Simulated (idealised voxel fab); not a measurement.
process module | voxel wiring stack
cross-section cut | 220 nm wide | cells 5 nm
A cross-section is a grid of square cells, given in bands from the top down. A band is one or more rows of cells.
Each band's line starts with the height of the band's top and of its bottom, in nm. Then come its materials from left to right, each with its width in nm. One material with "throughout" fills the band from edge to edge. "air" is empty space.
Height 0 is the level under which the wafer as received is all one material. The lowest band goes on downwards, as in "0 down".
A width such as "30 to 40" changes by the same amount from each row of cells to the next, from the band's top row to its bottom row.
"no change" after a step means that no cell of the cross-section changed.
closed voids: empty space of 8 cells or more with no open way to the top, each as width x height at its distance from the left edge, in nm
after a step's settings: what the simulator itself notes on the step
overlay nm, on a step with a mask: how far to the right of its planned place the mask lay; to the left if negative
plan
1 op RECEIVE | material Si
2 op CONFORMAL_DEP | material SiO2 | thk nm 15
3 op CONFORMAL_DEP | material SiN | thk nm 5
4 op DIRECTIONAL_DEP | material SiO2 | thk nm 25
5 op DIRECTIONAL_DEP | material aC | thk nm 15
6 op PATTERN | tone open | mask id METAL_1 | material resist | width nm 30 | pitch nm 50 | thk nm 35 | overlay nm 0
7 op DIRECTIONAL_ETCH | etch materials aC | depth nm 15
8 op STRIP | etch materials resist
9 op DIRECTIONAL_ETCH | etch materials SiO2 | depth nm 25
10 op DIRECTIONAL_ETCH | etch materials SiN | depth nm 5
11 op STRIP | etch materials aC
12 op CONFORMAL_DEP | material TiN | thk nm 5
13 op FILL_DEP | material W | thk nm 5
14 op CMP | height nm 45
15 op EPI | material Ru | thk nm 5
16 op FILL_DEP | material SiCN | thk nm 5
17 op DIRECTIONAL_DEP | material lowk | thk nm 35
18 op MASKED_ETCH | tone open | mask id METAL_2 | width nm 30 | pitch nm 50 | etch materials lowk | depth nm 20 | overlay nm 0
19 op MASKED_ETCH | tone open | mask id METAL_2_HOLES | width nm 15 | pitch nm 50 | etch materials lowk | depth nm 15 | overlay nm 0
20 op MASKED_ETCH | tone open | mask id METAL_2_HOLES | width nm 15 | pitch nm 50 | etch materials SiCN | depth nm 5 | overlay nm 0
21 op CONFORMAL_DEP | material TiN | thk nm 5
22 op FILL_DEP | material Cu | thk nm 10
23 op CMP | height nm 90
24 op CONFORMAL_DEP | material SiCN | thk nm 5
first wafer, as planned
as received, after step 1
  0 down: Si throughout
  closed voids: none
after step 2
  15 to 0: SiO2 throughout
  below 0: unchanged
after step 3
  20 to 15: SiN throughout
  below 15: unchanged
after step 4
  45 to 20: SiO2 throughout
  below 20: unchanged
after step 5
  60 to 45: aC throughout
  below 45: unchanged
after step 6
  95 to 60: resist 20 | air 30 | resist 20 | air 30 | resist 20 | air 30 | resist 20 | air 30 | resist 20
  below 60: unchanged
after step 7
  80 to 60: resist 20 | air 30 | resist 20 | air 30 | resist 20 | air 30 | resist 20 | air 30 | resist 20
  60 to 45: aC 20 | air 30 | aC 20 | air 30 | aC 20 | air 30 | aC 20 | air 30 | aC 20
  below 45: unchanged
after step 8
  60 to 45: aC 20 | air 30 | aC 20 | air 30 | aC 20 | air 30 | aC 20 | air 30 | aC 20
  below 45: unchanged
after step 9
  60 to 45: aC 20 | air 30 | aC 20 | air 30 | aC 20 | air 30 | aC 20 | air 30 | aC 20
  45 to 20: SiO2 20 | air 30 | SiO2 20 | air 30 | SiO2 20 | air 30 | SiO2 20 | air 30 | SiO2 20
  below 20: unchanged
after step 10
  60 to 45: aC 20 | air 30 | aC 20 | air 30 | aC 20 | air 30 | aC 20 | air 30 | aC 20
  45 to 20: SiO2 20 | air 30 | SiO2 20 | air 30 | SiO2 20 | air 30 | SiO2 20 | air 30 | SiO2 20
  20 to 15: SiN 20 | air 30 | SiN 20 | air 30 | SiN 20 | air 30 | SiN 20 | air 30 | SiN 20
  below 15: unchanged
after step 11
  45 to 20: SiO2 20 | air 30 | SiO2 20 | air 30 | SiO2 20 | air 30 | SiO2 20 | air 30 | SiO2 20
  below 20: unchanged
after step 12
  50 to 45: TiN 25 | air 20 | TiN 30 | air 20 | TiN 30 | air 20 | TiN 30 | air 20 | TiN 25
  45 to 20: SiO2 20 | TiN 5 | air 20 | TiN 5 | SiO2 20 | TiN 5 | air 20 | TiN 5 | SiO2 20 | TiN 5 | air 20 | TiN 5 | SiO2 20 | TiN 5 | air 20 | TiN 5 | SiO2 20
  20 to 15: SiN 20 | TiN 30 | SiN 20 | TiN 30 | SiN 20 | TiN 30 | SiN 20 | TiN 30 | SiN 20
  below 15: unchanged
after step 13
  55 to 50: W throughout
  50 to 45: TiN 25 | W 20 | TiN 30 | W 20 | TiN 30 | W 20 | TiN 30 | W 20 | TiN 25
  45 to 20: SiO2 20 | TiN 5 | W 20 | TiN 5 | SiO2 20 | TiN 5 | W 20 | TiN 5 | SiO2 20 | TiN 5 | W 20 | TiN 5 | SiO2 20 | TiN 5 | W 20 | TiN 5 | SiO2 20
  below 20: unchanged
after step 14
  45 to 20: SiO2 20 | TiN 5 | W 20 | TiN 5 | SiO2 20 | TiN 5 | W 20 | TiN 5 | SiO2 20 | TiN 5 | W 20 | TiN 5 | SiO2 20 | TiN 5 | W 20 | TiN 5 | SiO2 20
  below 20: unchanged
after step 15
  50 to 45: air 15 | Ru 40 | air 10 | Ru 40 | air 10 | Ru 40 | air 10 | Ru 40 | air 15
  below 45: unchanged
after step 16
  55 to 50: SiCN throughout
  50 to 45: SiCN 15 | Ru 40 | SiCN 10 | Ru 40 | SiCN 10 | Ru 40 | SiCN 10 | Ru 40 | SiCN 15
  below 45: unchanged
after step 17
  90 to 55: lowk throughout
  below 55: unchanged
after step 18
  90 to 70: lowk 20 | air 30 | lowk 20 | air 30 | lowk 20 | air 30 | lowk 20 | air 30 | lowk 20
  below 70: unchanged
after step 19
  90 to 70: lowk 20 | air 30 | lowk 20 | air 30 | lowk 20 | air 30 | lowk 20 | air 30 | lowk 20
  70 to 55: lowk 20 | air 15 | lowk 35 | air 15 | lowk 35 | air 15 | lowk 35 | air 15 | lowk 35
  below 55: unchanged
after step 20
  90 to 70: lowk 20 | air 30 | lowk 20 | air 30 | lowk 20 | air 30 | lowk 20 | air 30 | lowk 20
  70 to 55: lowk 20 | air 15 | lowk 35 | air 15 | lowk 35 | air 15 | lowk 35 | air 15 | lowk 35
  55 to 50: SiCN 20 | air 15 | SiCN 35 | air 15 | SiCN 35 | air 15 | SiCN 35 | air 15 | SiCN 35
  below 50: unchanged
after step 21
  95 to 90: TiN 25 | air 20 | TiN 30 | air 20 | TiN 30 | air 20 | TiN 30 | air 20 | TiN 25
  90 to 75: lowk 20 | TiN 5 | air 20 | TiN 5 | lowk 20 | TiN 5 | air 20 | TiN 5 | lowk 20 | TiN 5 | air 20 | TiN 5 | lowk 20 | TiN 5 | air 20 | TiN 5 | lowk 20
  75 to 70: lowk 20 | TiN 5 | air 5 | TiN 20 | lowk 20 | TiN 5 | air 5 | TiN 20 | lowk 20 | TiN 5 | air 5 | TiN 20 | lowk 20 | TiN 5 | air 5 | TiN 20 | lowk 20
  70 to 55: lowk 20 | TiN 5 | air 5 | TiN 5 | lowk 35 | TiN 5 | air 5 | TiN 5 | lowk 35 | TiN 5 | air 5 | TiN 5 | lowk 35 | TiN 5 | air 5 | TiN 5 | lowk 35
  55 to 50: SiCN 20 | TiN 15 | SiCN 35 | TiN 15 | SiCN 35 | TiN 15 | SiCN 35 | TiN 15 | SiCN 35
  below 50: unchanged
after step 22
  105 to 95: Cu throughout
  95 to 90: TiN 25 | Cu 20 | TiN 30 | Cu 20 | TiN 30 | Cu 20 | TiN 30 | Cu 20 | TiN 25
  90 to 75: lowk 20 | TiN 5 | Cu 20 | TiN 5 | lowk 20 | TiN 5 | Cu 20 | TiN 5 | lowk 20 | TiN 5 | Cu 20 | TiN 5 | lowk 20 | TiN 5 | Cu 20 | TiN 5 | lowk 20
  75 to 70: lowk 20 | TiN 5 | Cu 5 | TiN 20 | lowk 20 | TiN 5 | Cu 5 | TiN 20 | lowk 20 | TiN 5 | Cu 5 | TiN 20 | lowk 20 | TiN 5 | Cu 5 | TiN 20 | lowk 20
  70 to 55: lowk 20 | TiN 5 | Cu 5 | TiN 5 | lowk 35 | TiN 5 | Cu 5 | TiN 5 | lowk 35 | TiN 5 | Cu 5 | TiN 5 | lowk 35 | TiN 5 | Cu 5 | TiN 5 | lowk 35
  below 55: unchanged
after step 23
  90 to 75: lowk 20 | TiN 5 | Cu 20 | TiN 5 | lowk 20 | TiN 5 | Cu 20 | TiN 5 | lowk 20 | TiN 5 | Cu 20 | TiN 5 | lowk 20 | TiN 5 | Cu 20 | TiN 5 | lowk 20
  below 75: unchanged
after step 24
  95 to 90: SiCN throughout
  below 90: unchanged
second wafer: like start, like plan, one mistake. Through step 22 it matches the first wafer
when step 23 should have ended: no change
when step 24 should have ended
  110 to 105: SiCN throughout
  below 105: unchanged
what went wrong: step 23 was left out
at the end the second wafer has, in cells: 104 more of Cu | 28 more of TiN
